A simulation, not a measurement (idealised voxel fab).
Presented below is a process module, voxel transistor to metal.
For reference, the cross-section in this document is cut, with width 300 nm and square cells of 5 nm.
Cross-sections here: square-cell grids, written as top-down lists of bands, a band being one or more rows of cells.
Quick guide to a band line: top height, bottom height (nm) up front; then every material left to right with its width in nm. Only one material and it's marked "full width"? Then it fills the band edge to edge. And "air" just means empty space.
For the purposes of this specification, 0 denotes the height below which the wafer in its as-received condition is composed wholly of one material, and the lowermost band, lacking a lower limit, extends downward without end, as expressed in "0 nm and below".
Width: "30 to 40" (first number = top row, second number = bottom row, same change from row to row of cells).
"everything unchanged" means the step left every cell of the cross-section as it was.
For the entry "Catalogued sealed voids", the listed items are empty spaces with no open way to the top whose size is 8 cells or more; each item follows the pattern width x height at distance, where distance is from the left edge and all three are in nm.
Where a step's line continues beyond its settings, the continuation is a remark by the simulator itself on that step.
If you see "overlay nm" on a step's line and that step has a mask, it's telling you how far right of where it was planned the mask ended up; a negative number means it went left instead.

**plan**
- 1: RECEIVE with material Si
- 2: OXIDIZE with depth nm 5
- 3: CONFORMAL_DEP with material SiN, thk nm 10
- 4: MASKED_ETCH with tone cover, mask id ACTIVE, width nm 110, pitch nm 130, etch materials SiN, depth nm 10, overlay nm 0
- 5: MASKED_ETCH with tone cover, mask id ACTIVE, width nm 110, pitch nm 130, etch materials SiO2, depth nm 5, overlay nm 0
- 6: MASKED_ETCH with tone cover, mask id ACTIVE, width nm 110, pitch nm 130, etch materials Si, depth nm 20, overlay nm 0
- 7: FILL_DEP with material SiO2, thk nm 5
- 8: CMP with height nm 10
- 9: SELECTIVE_ETCH with etch materials SiO2, depth nm 10
- 10: STRIP with etch materials SiN
- 11: SELECTIVE_ETCH with etch materials SiO2, depth nm 5
- 12: OXIDIZE with depth nm 5
- 13: DIRECTIONAL_DEP with material polySi, thk nm 20
- 14: DIRECTIONAL_DEP with material SiCN, thk nm 10
- 15: DIRECTIONAL_DEP with material aC, thk nm 15
- 16: PATTERN with tone cover, mask id GATE, material resist, width nm 30, pitch nm 130, thk nm 30, overlay nm 0
- 17: DIRECTIONAL_ETCH with etch materials aC, depth nm 15
- 18: STRIP with etch materials resist
- 19: DIRECTIONAL_ETCH with etch materials SiCN, depth nm 20
- 20: DIRECTIONAL_ETCH with etch materials polySi, depth nm 30
- 21: STRIP with etch materials aC
- 22: CONFORMAL_DEP with material SiO2, thk nm 5
- 23: DIRECTIONAL_ETCH with etch materials SiO2, depth nm 5
- 24: CONFORMAL_DEP with material SiN, thk nm 5
- 25: DIRECTIONAL_ETCH with etch materials SiN, depth nm 5
- 26: DIRECTIONAL_ETCH with etch materials SiO2, depth nm 5
- 27: DIRECTIONAL_ETCH with etch materials Si, depth nm 15
- 28: EPI with material SiGe, thk nm 15
- 29: FILL_DEP with material SiO2, thk nm 10
- 30: CMP with height nm 15
- 31: STRIP with etch materials polySi
- 32: SELECTIVE_ETCH with etch materials SiO2, depth nm 5
- 33: CONFORMAL_DEP with material HfO2, thk nm 5
- 34: CONFORMAL_DEP with material TiN, thk nm 5
- 35: FILL_DEP with material W, thk nm 10
- 36: CMP with height nm 10
- 37: DIRECTIONAL_DEP with material SiO2, thk nm 10
- 38: MASKED_ETCH with tone open, mask id CONTACT, width nm 15, etch materials SiO2, depth nm 30, overlay nm 0
- 39: CONFORMAL_DEP with material TiN, thk nm 5
- 40: FILL_DEP with material W, thk nm 5
- 41: CMP with height nm 20
- 42: CONFORMAL_DEP with material SiCN, thk nm 5
- 43: DIRECTIONAL_DEP with material SiO2, thk nm 15
- 44: DIRECTIONAL_DEP with material aC, thk nm 15
- 45: PATTERN with tone open, mask id METAL_1, material resist, width nm 15, thk nm 35, overlay nm 0
- 46: DIRECTIONAL_ETCH with etch materials aC, depth nm 15
- 47: STRIP with etch materials resist
- 48: DIRECTIONAL_ETCH with etch materials SiO2, depth nm 15
- 49: DIRECTIONAL_ETCH with etch materials SiCN, depth nm 5
- 50: STRIP with etch materials aC
- 51: CONFORMAL_DEP with material TiN, thk nm 5
- 52: FILL_DEP with material W, thk nm 10
- 53: CMP with height nm 40
- 54: CONFORMAL_DEP with material SiN, thk nm 5
Don't read the plan's width nm for step 38 as applying to every wafer: that's the first wafer's value, and the wafers differ in it, though they all start identical.

**Cross-section: the first of several wafers in its as-received state, i.e. following step 1**
* 0 nm and below: Si full width
* Catalogued sealed voids: none

**Below, a row for every wafer. Read it as the end-of-module picture: for each material the wafer shows its cells gained (+) or lost (-) since it was received, and then its closed voids**
width nm 15 | +28 HfO2 | -240 Si | +48 SiCN | +108 SiGe | +72 SiN | +392 SiO2 | +96 TiN | +36 W | Catalogued sealed voids: none
width nm 20 | +28 HfO2 | -240 Si | +48 SiCN | +108 SiGe | +72 SiN | +374 SiO2 | +106 TiN | +44 W | Catalogued sealed voids: none
width nm 25 | +28 HfO2 | -240 Si | +48 SiCN | +108 SiGe | +72 SiN | +356 SiO2 | +116 TiN | +52 W | Catalogued sealed voids: none
width nm 30 | +28 HfO2 | -240 Si | +48 SiCN | +108 SiGe | +72 SiN | +340 SiO2 | +120 TiN | +64 W | Catalogued sealed voids: none
